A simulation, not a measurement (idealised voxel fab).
Name of the process module below: voxel self aligned vias
Cross-section cut spans 210 nm and uses square cells 5 nm in size.
For the purposes of this document, a cross-section shall be understood as a grid of square cells, specified as bands listed in top-to-bottom order, each band consisting of one or more rows of cells.
Band: top and bottom heights (nm) first, top before bottom; then materials from left to right, widths in nm. "throughout" marks a sole material filling the band edge to edge. "blank" denotes empty space.
Zero point of the height axis is 0; under it, received wafer = one material. Lowest band: continues down indefinitely, "0 and below".
The two numbers in a width such as "30 to 40" mark its ends across the band: the first belongs to the top row of cells, the second to the bottom row, and from each row to the next the width moves by the same amount.
Where the words "remained unchanged" appear for a step, the cross-section shows no cell changed by that step; every cell remained as before.
This entry, "Sealed internal cavities", enumerates those empty regions of no fewer than 8 cells that possess no open connection to the top. Each region is reported in the form width x height at distance, the distance being taken from the left edge, with all three quantities expressed in nm.
Step line, after settings: the simulator's comment on this step.
overlay nm: on a step with a mask, how far right of its planned place the mask lay; negative means left.

### Planned process steps
- 1: RECEIVE | material Si
- 2: CONFORMAL_DEP | material SiO2 | thk nm 10
- 3: CONFORMAL_DEP | material SiCN | thk nm 5
- 4: DIRECTIONAL_DEP | material lowk | thk nm 25
- 5: MASKED_ETCH | tone open | mask id LINES | width nm 30 | pitch nm 60 | etch materials lowk | depth nm 25 | overlay nm 0
- 6: CONFORMAL_DEP | material TiN | thk nm 5
- 7: FILL_DEP | material W | thk nm 10
- 8: CMP | height nm 40
- 9: SELECTIVE_ETCH | etch materials W Ru TiN | depth nm 10
- 10: FILL_DEP | material SiN | thk nm 10
- 11: CMP | height nm 40
- 12: DIRECTIONAL_DEP | material lowk | thk nm 20
- 13: MASKED_ETCH | tone open | mask id VIAS | width nm 40 | pitch nm 60 | etch materials lowk | depth nm 20 | overlay nm 0
- 14: MASKED_ETCH | tone open | mask id VIAS | width nm 40 | pitch nm 60 | etch materials SiN | depth nm 10 | overlay nm 0
- 15: CONFORMAL_DEP | material TiN | thk nm 5
- 16: FILL_DEP | material Ru | thk nm 5
- 17: CMP | height nm 60
- 18: CONFORMAL_DEP | material SiN | thk nm 5

### The first of the two wafers, which ran as planned

### This is the cross-section of the wafer as we received it, i.e. after step 1
0 and below  Si throughout
Sealed internal cavities: none

### Cross-section: wafer state after step 2
10 down to 0  SiO2 throughout
All layers under 0 are left as they were.

### Cross-section: wafer state after step 3
15 down to 10  SiCN throughout
All layers under 10 are left as they were.

### Cross-section: wafer state after step 4
40 down to 15  lowk throughout
All layers under 15 are left as they were.

### Cross-section: wafer state after step 5
40 down to 15  lowk: 30, blank: 30, lowk: 30, blank: 30, lowk: 30, blank: 30, lowk: 30
All layers under 15 are left as they were.

### Cross-section: wafer state after step 6
45 down to 40  TiN: 35, blank: 20, TiN: 40, blank: 20, TiN: 40, blank: 20, TiN: 35
40 down to 20  lowk: 30, TiN: 5, blank: 20, TiN: 5, lowk: 30, TiN: 5, blank: 20, TiN: 5, lowk: 30, TiN: 5, blank: 20, TiN: 5, lowk: 30
20 down to 15  lowk: 30, TiN: 30, lowk: 30, TiN: 30, lowk: 30, TiN: 30, lowk: 30
All layers under 15 are left as they were.

### Cross-section: wafer state after step 7
55 down to 45  W throughout
45 down to 40  TiN: 35, W: 20, TiN: 40, W: 20, TiN: 40, W: 20, TiN: 35
40 down to 20  lowk: 30, TiN: 5, W: 20, TiN: 5, lowk: 30, TiN: 5, W: 20, TiN: 5, lowk: 30, TiN: 5, W: 20, TiN: 5, lowk: 30
All layers under 20 are left as they were.

### Cross-section: wafer state after step 8
40 down to 20  lowk: 30, TiN: 5, W: 20, TiN: 5, lowk: 30, TiN: 5, W: 20, TiN: 5, lowk: 30, TiN: 5, W: 20, TiN: 5, lowk: 30
All layers under 20 are left as they were.

### Cross-section: wafer state after step 9
40 down to 30  lowk: 30, blank: 30, lowk: 30, blank: 30, lowk: 30, blank: 30, lowk: 30
All layers under 30 are left as they were.

### Cross-section: wafer state after step 10
50 down to 40  SiN throughout
40 down to 30  lowk: 30, SiN: 30, lowk: 30, SiN: 30, lowk: 30, SiN: 30, lowk: 30
All layers under 30 are left as they were.

### Cross-section: wafer state after step 11
40 down to 30  lowk: 30, SiN: 30, lowk: 30, SiN: 30, lowk: 30, SiN: 30, lowk: 30
All layers under 30 are left as they were.

### Cross-section: wafer state after step 12
60 down to 40  lowk throughout
All layers under 40 are left as they were.

### Cross-section: wafer state after step 13
60 down to 40  lowk: 25, blank: 40, lowk: 20, blank: 40, lowk: 20, blank: 40, lowk: 25
All layers under 40 are left as they were.

### Cross-section: wafer state after step 14
60 down to 40  lowk: 25, blank: 40, lowk: 20, blank: 40, lowk: 20, blank: 40, lowk: 25
40 down to 30  lowk: 30, blank: 30, lowk: 30, blank: 30, lowk: 30, blank: 30, lowk: 30
All layers under 30 are left as they were.

### Cross-section: wafer state after step 15
65 down to 60  TiN: 30, blank: 30, TiN: 30, blank: 30, TiN: 30, blank: 30, TiN: 30
60 down to 45  lowk: 25, TiN: 5, blank: 30, TiN: 5, lowk: 20, TiN: 5, blank: 30, TiN: 5, lowk: 20, TiN: 5, blank: 30, TiN: 5, lowk: 25
45 down to 35  lowk: 25 to 30, TiN: 10 to 5, blank: 20, TiN: 10 to 5, lowk: 20 to 30, TiN: 10 to 5, blank: 20, TiN: 10 to 5, lowk: 20 to 30, TiN: 10 to 5, blank: 20, TiN: 10 to 5, lowk: 25 to 30
35 down to 30  lowk: 30, TiN: 30, lowk: 30, TiN: 30, lowk: 30, TiN: 30, lowk: 30
All layers under 30 are left as they were.

### Cross-section: wafer state after step 16
70 down to 65  Ru throughout
65 down to 60  TiN: 30, Ru: 30, TiN: 30, Ru: 30, TiN: 30, Ru: 30, TiN: 30
60 down to 45  lowk: 25, TiN: 5, Ru: 30, TiN: 5, lowk: 20, TiN: 5, Ru: 30, TiN: 5, lowk: 20, TiN: 5, Ru: 30, TiN: 5, lowk: 25
45 down to 35  lowk: 25 to 30, TiN: 10 to 5, Ru: 20, TiN: 10 to 5, lowk: 20 to 30, TiN: 10 to 5, Ru: 20, TiN: 10 to 5, lowk: 20 to 30, TiN: 10 to 5, Ru: 20, TiN: 10 to 5, lowk: 25 to 30
All layers under 35 are left as they were.

### Cross-section: wafer state after step 17
60 down to 45  lowk: 25, TiN: 5, Ru: 30, TiN: 5, lowk: 20, TiN: 5, Ru: 30, TiN: 5, lowk: 20, TiN: 5, Ru: 30, TiN: 5, lowk: 25
All layers under 45 are left as they were.

### Cross-section: wafer state after step 18
65 down to 60  SiN throughout
All layers under 60 are left as they were.

### Wafer two. Same start, same plan, one slip in execution. Same as wafer one through step 2, inclusive

### Second wafer profile in section, at the moment step 3 of the plan was meant to be complete
25 down to 10  SiCN throughout
All layers under 10 are left as they were.

### Second wafer profile in section, at the moment step 4 of the plan was meant to be complete
50 down to 25  lowk throughout
All layers under 25 are left as they were.

### Second wafer profile in section, at the moment step 5 of the plan was meant to be complete
50 down to 25  lowk: 30, blank: 30, lowk: 30, blank: 30, lowk: 30, blank: 30, lowk: 30
All layers under 25 are left as they were.

### Second wafer profile in section, at the moment step 6 of the plan was meant to be complete
55 down to 50  TiN: 35, blank: 20, TiN: 40, blank: 20, TiN: 40, blank: 20, TiN: 35
50 down to 30  lowk: 30, TiN: 5, blank: 20, TiN: 5, lowk: 30, TiN: 5, blank: 20, TiN: 5, lowk: 30, TiN: 5, blank: 20, TiN: 5, lowk: 30
30 down to 25  lowk: 30, TiN: 30, lowk: 30, TiN: 30, lowk: 30, TiN: 30, lowk: 30
All layers under 25 are left as they were.

### Second wafer profile in section, at the moment step 7 of the plan was meant to be complete
65 down to 55  W throughout
55 down to 50  TiN: 35, W: 20, TiN: 40, W: 20, TiN: 40, W: 20, TiN: 35
50 down to 30  lowk: 30, TiN: 5, W: 20, TiN: 5, lowk: 30, TiN: 5, W: 20, TiN: 5, lowk: 30, TiN: 5, W: 20, TiN: 5, lowk: 30
All layers under 30 are left as they were.

### Second wafer profile in section, at the moment step 8 of the plan was meant to be complete
40 down to 30  lowk: 30, TiN: 5, W: 20, TiN: 5, lowk: 30, TiN: 5, W: 20, TiN: 5, lowk: 30, TiN: 5, W: 20, TiN: 5, lowk: 30
All layers under 30 are left as they were.

### Second wafer profile in section, at the moment step 9 of the plan was meant to be complete
40 down to 30  lowk: 30, blank: 30, lowk: 30, blank: 30, lowk: 30, blank: 30, lowk: 30
All layers under 30 are left as they were.

### Second wafer profile in section, at the moment step 10 of the plan was meant to be complete
50 down to 40  SiN throughout
40 down to 30  lowk: 30, SiN: 30, lowk: 30, SiN: 30, lowk: 30, SiN: 30, lowk: 30
All layers under 30 are left as they were.

### Second wafer profile in section, at the moment step 11 of the plan was meant to be complete
40 down to 30  lowk: 30, SiN: 30, lowk: 30, SiN: 30, lowk: 30, SiN: 30, lowk: 30
All layers under 30 are left as they were.

### Second wafer profile in section, at the moment step 12 of the plan was meant to be complete
60 down to 40  lowk throughout
All layers under 40 are left as they were.

### Second wafer profile in section, at the moment step 13 of the plan was meant to be complete
60 down to 40  lowk: 25, blank: 40, lowk: 20, blank: 40, lowk: 20, blank: 40, lowk: 25
All layers under 40 are left as they were.

### Second wafer profile in section, at the moment step 14 of the plan was meant to be complete
60 down to 40  lowk: 25, blank: 40, lowk: 20, blank: 40, lowk: 20, blank: 40, lowk: 25
40 down to 30  lowk: 30, blank: 30, lowk: 30, blank: 30, lowk: 30, blank: 30, lowk: 30
All layers under 30 are left as they were.

### Second wafer profile in section, at the moment step 15 of the plan was meant to be complete
65 down to 60  TiN: 30, blank: 30, TiN: 30, blank: 30, TiN: 30, blank: 30, TiN: 30
60 down to 45  lowk: 25, TiN: 5, blank: 30, TiN: 5, lowk: 20, TiN: 5, blank: 30, TiN: 5, lowk: 20, TiN: 5, blank: 30, TiN: 5, lowk: 25
45 down to 35  lowk: 25 to 30, TiN: 10 to 5, blank: 20, TiN: 10 to 5, lowk: 20 to 30, TiN: 10 to 5, blank: 20, TiN: 10 to 5, lowk: 20 to 30, TiN: 10 to 5, blank: 20, TiN: 10 to 5, lowk: 25 to 30
35 down to 25  lowk: 30, TiN: 30, lowk: 30, TiN: 30, lowk: 30, TiN: 30, lowk: 30
All layers under 25 are left as they were.

### Second wafer profile in section, at the moment step 16 of the plan was meant to be complete
70 down to 65  Ru throughout
65 down to 60  TiN: 30, Ru: 30, TiN: 30, Ru: 30, TiN: 30, Ru: 30, TiN: 30
60 down to 45  lowk: 25, TiN: 5, Ru: 30, TiN: 5, lowk: 20, TiN: 5, Ru: 30, TiN: 5, lowk: 20, TiN: 5, Ru: 30, TiN: 5, lowk: 25
45 down to 35  lowk: 25 to 30, TiN: 10 to 5, Ru: 20, TiN: 10 to 5, lowk: 20 to 30, TiN: 10 to 5, Ru: 20, TiN: 10 to 5, lowk: 20 to 30, TiN: 10 to 5, Ru: 20, TiN: 10 to 5, lowk: 25 to 30
All layers under 35 are left as they were.

### Second wafer profile in section, at the moment step 17 of the plan was meant to be complete
60 down to 45  lowk: 25, TiN: 5, Ru: 30, TiN: 5, lowk: 20, TiN: 5, Ru: 30, TiN: 5, lowk: 20, TiN: 5, Ru: 30, TiN: 5, lowk: 25
All layers under 45 are left as they were.

### Second wafer profile in section, at the moment step 18 of the plan was meant to be complete
65 down to 60  SiN throughout
All layers under 60 are left as they were.
Misprocessing identified: step 3 deviated from plan and actually ran as CONFORMAL_DEP | material SiCN | thk nm 15
End of process, cell counts, second wafer against first, materials with more or fewer: 84 more of SiCN | 12 fewer of TiN | 24 fewer of W | 48 fewer of lowk
